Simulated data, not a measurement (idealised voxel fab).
Herein follows the process module entitled voxel released beams.
Cross-sectional view cut (width: 285 nm; square cell size: 5 nm).
If you're reading a cross-section in this doc, picture square cells in a grid; it comes to you as bands, top ones listed first down to the bottom, and a band can be one or more rows of cells.
Band entry format. Leading values: height of top, height of bottom, nm. Remainder: materials in left-to-right order, each with its width in nm. Special words: "everywhere" on a single material, which then fills the band edge to edge; "empty", empty space.
It should be noted that heights are counted from 0, beneath which the wafer as supplied is of one material throughout, and that the lowest band possesses no lower boundary but continues downward, as written in "0..down".
Read "30..40" as a graded width: first number on top, second number at the bottom, same change between each pair of neighbouring rows.
When a step is marked "no modifications", none of the cells in the cross-section changed during that step.
Empty spaces without an open route to the top, at least 8 cells in extent, make up the entry "Unvented cavities"; each is given as width x height at distance, where the distance is measured from the left edge, and all are in nm.
The remark found on a step's line after its settings is issued by the simulator itself and pertains to that step.
The optional step-line setting "overlay nm" applies to steps with a mask and quantifies how far to the right of its planned location the mask lay, a negative value indicating leftward placement.
So here's the lineup of process steps we planned:
1: RECEIVE with material Si
2: CONFORMAL_DEP with material Al2O3, thk nm 5
3: DIRECTIONAL_DEP with material SiO2, thk nm 20
4: MASKED_ETCH with tone open, mask id ANCHOR, width nm 35, etch materials SiO2, depth nm 20, overlay nm 0
5: CONFORMAL_DEP with material polySi, thk nm 15
6: MASKED_ETCH with tone cover, mask id BEAM, width nm 90, etch materials polySi, depth nm 15, overlay nm 0
7: STRIP with etch materials SiO2
So, the first of our two wafers, run just as we planned it:
Wafer as received: cross-section following step 1:
    0..down | Si everywhere
    Unvented cavities: none
The following cross-section depicts the wafer upon completion of step 2:
    5..0 | Al2O3 everywhere
    Whatever lies below 0 is exactly as it was before.
The following cross-section depicts the wafer upon completion of step 3:
    25..5 | SiO2 everywhere
    Whatever lies below 5 is exactly as it was before.
The following cross-section depicts the wafer upon completion of step 4:
    25..5 | SiO2 100 nm; empty 35 nm; SiO2 150 nm
    Whatever lies below 5 is exactly as it was before.
The following cross-section depicts the wafer upon completion of step 5:
    40..25 | polySi 115 nm; empty 5 nm; polySi 165 nm
    25..20 | SiO2 100 nm; polySi 15 nm; empty 5 nm; polySi 15 nm; SiO2 150 nm
    20..5 | SiO2 100 nm; polySi 35 nm; SiO2 150 nm
    Whatever lies below 5 is exactly as it was before.
The following cross-section depicts the wafer upon completion of step 6:
    40..25 | empty 95 nm; polySi 20 nm; empty 5 nm; polySi 65 nm; empty 100 nm
    Whatever lies below 25 is exactly as it was before.
The following cross-section depicts the wafer upon completion of step 7:
    40..25 | empty 95 nm; polySi 20 nm; empty 5 nm; polySi 65 nm; empty 100 nm
    25..20 | empty 100 nm; polySi 15 nm; empty 5 nm; polySi 15 nm; empty 150 nm
    20..5 | empty 100 nm; polySi 35 nm; empty 150 nm
    Whatever lies below 5 is exactly as it was before.
The second wafer began exactly as the first did and followed the same plan, but one mistake was made while running it; through step 3 inclusive, the two wafers are identical:
Second wafer, cut view, end of step 4 per plan:
    25..5 | SiO2 90 nm; empty 35 nm; SiO2 160 nm
    Whatever lies below 5 is exactly as it was before.
Second wafer, cut view, end of step 5 per plan:
    40..25 | polySi 105 nm; empty 5 nm; polySi 175 nm
    25..20 | SiO2 90 nm; polySi 15 nm; empty 5 nm; polySi 15 nm; SiO2 160 nm
    20..5 | SiO2 90 nm; polySi 35 nm; SiO2 160 nm
    Whatever lies below 5 is exactly as it was before.
Second wafer, cut view, end of step 6 per plan:
    40..25 | empty 95 nm; polySi 10 nm; empty 5 nm; polySi 75 nm; empty 100 nm
    Whatever lies below 25 is exactly as it was before.
Second wafer, cut view, end of step 7 per plan:
    40..25 | empty 95 nm; polySi 10 nm; empty 5 nm; polySi 75 nm; empty 100 nm
    25..20 | empty 90 nm; polySi 15 nm; empty 5 nm; polySi 15 nm; empty 160 nm
    20..5 | empty 90 nm; polySi 35 nm; empty 160 nm
    Whatever lies below 5 is exactly as it was before.
Processing error: step 4 was not run as planned; what actually ran was MASKED_ETCH with tone open, mask id ANCHOR, width nm 35, etch materials SiO2, depth nm 20, overlay nm -10
Upon completion, the cell count for each material on the second wafer equals that on the first, whereas the spatial distribution of those cells differs.
